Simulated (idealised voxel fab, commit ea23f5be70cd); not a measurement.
voxel self aligned contacts: a process module
This is section cut - it's 215 nm across, gridded in 5 nm square cells.
Cross-section spec: square-cell grid; bands listed top down; each band is one or more rows.
A band entry consists of two parts. The first gives the height of the band's top and the height of its bottom, in nm. The rest lists the band's materials from left to right, each with its width in nm. A single material labelled with the word "full width" fills the band from edge to edge, and the word "air" marks empty space.
A quick word on heights: they are counted from 0, and under that level the wafer as it came to us is one material throughout. The lowest band is different from the rest in having no bottom; it simply continues downward, written as in "0 down".
Width spec "30..40" -> top row of cells at first value, bottom row at second value, equal per-row change in between.
Step marked "no alteration"? Then no cell in the cross-section changed in it.
Voids not open to the top, 8 cells minimum: see "Sealed internal cavities". Written width x height at distance; distance is from the left edge; nm.
If you see something after the settings on a step's line, that's the simulator's own remark about that step.
overlay nm: on a step with a mask, how far right of its planned place the mask lay; negative means left.

[Planned process steps]
1) RECEIVE: material Si
2) OXIDIZE: depth nm 5
3) DIRECTIONAL_DEP: material polySi, thk nm 25
4) DIRECTIONAL_DEP: material SiN, thk nm 15
5) PATTERN: tone cover, mask id GATE, material resist, width nm 35, pitch nm 65, thk nm 20, overlay nm 0
6) DIRECTIONAL_ETCH: etch materials SiN, depth nm 15
7) DIRECTIONAL_ETCH: etch materials polySi, depth nm 25
8) STRIP: etch materials resist
9) CONFORMAL_DEP: material SiN, thk nm 5
10) DIRECTIONAL_ETCH: etch materials SiN, depth nm 5
11) FILL_DEP: material SiO2, thk nm 15
12) CMP: height nm 45
13) MASKED_ETCH: tone open, mask id CONTACT, width nm 40, etch materials SiO2, depth nm 50, overlay nm 0
14) CONFORMAL_DEP: material TiN, thk nm 5
15) FILL_DEP: material Ru, thk nm 10
16) CMP: height nm 45
17) CONFORMAL_DEP: material SiCN, thk nm 5

[Cross-sectional view of the wafer in its as-received condition, corresponding to the state after step 1]
* 0 down: Si full width
* Sealed internal cavities: none

[Same starting wafer, same plan as above, one mistake in the execution; this is the cross-section at the end of the module]
* 50 to 45: SiCN full width
* 45 to 40: polySi full width
* 40 to 25: 50 nm polySi / 45 nm SiN / 20 nm polySi / 45 nm SiN / 55 nm polySi
* 25 to 0: 50 nm polySi / 5 nm SiN / 35 nm polySi / 5 nm SiN / 20 nm polySi / 5 nm SiN / 35 nm polySi / 5 nm SiN / 55 nm polySi
* 0 to -5: SiO2 full width
* -5 down: Si full width
* Sealed internal cavities: none
The mistake made against the process plan was this: it should be noted that step 11 was executed with settings other than those planned, the operation and settings actually applied being FILL_DEP: material polySi, thk nm 15
